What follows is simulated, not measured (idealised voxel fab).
The process module presented herein is designated voxel released beams.
Section cut is 170 nm wide and gridded with 5 nm square cells.
For the purposes of this document, a cross-section shall be understood as a grid of square cells, specified as bands listed in top-to-bottom order, each band consisting of one or more rows of cells. Basically the band line says how high the top is and how high the bottom is, in nm, and then what's in it from left to right, every material with its width in nm. Empty space shows up as "blank", and if a single material carries "all across" it runs the full band edge to edge. A quick word on heights: they are counted from 0, and under that level the wafer as it came to us is one material throughout. The lowest band is different from the rest in having no bottom; it simply continues downward, written as in "top 0, no bottom". When a width is written as two numbers, as in "30..40", the first number is the width in the top row of cells of the band and the second is the width in its bottom row, and the width changes by the same amount from each row to the next. When a step is marked "nothing changed", none of the cells in the cross-section changed during that step. This entry, "Closed cavities", enumerates those empty regions of no fewer than 8 cells that possess no open connection to the top. Each region is reported in the form width x height at distance, the distance being taken from the left edge, with all three quantities expressed in nm. Formally, on a step line, whatever follows the settings is a remark that the simulator itself makes on the step. A step's line can hold "overlay nm"; with a mask on that step, the setting says how far right of the planned place the mask lay, while a negative setting says it lay to the left.

**The steps planned for the process are as follows**
1,RECEIVE with material Si
2,CONFORMAL_DEP with material SiN, thk nm 5
3,DIRECTIONAL_DEP with material SiO2, thk nm 10
4,DIRECTIONAL_DEP with material aC, thk nm 10
5,PATTERN with tone open, mask id ANCHOR, material resist, width nm 25, thk nm 25, overlay nm 0
6,DIRECTIONAL_ETCH with etch materials aC, depth nm 10
7,STRIP with etch materials resist
8,DIRECTIONAL_ETCH with etch materials SiO2, depth nm 10
9,STRIP with etch materials aC
10,CONFORMAL_DEP with material TiN, thk nm 10
11,DIRECTIONAL_DEP with material aC, thk nm 15
12,PATTERN with tone cover, mask id BEAM, material resist, width nm 85, thk nm 35, overlay nm 0
13,DIRECTIONAL_ETCH with etch materials aC, depth nm 15
14,STRIP with etch materials resist
15,DIRECTIONAL_ETCH with etch materials TiN, depth nm 10
16,STRIP with etch materials aC
17,STRIP with etch materials SiO2

**Cross-sectional view of the wafer in its as-received condition, corresponding to the state after step 1**
	top 0, no bottom: Si all across
	Closed cavities: none

**Result of the module, cross-sectioned: start per above, plan per above, one error in how it was run**
	top 25, bottom 15: blank: 40 / TiN: 85 / blank: 45
	top 15, bottom 10: SiN all across
	top 10, bottom 0: SiO2 all across
	top 0, no bottom: Si all across
	Closed cavities: none
Where did the run depart from the plan? plan vs actual: 2 and 3 interchanged
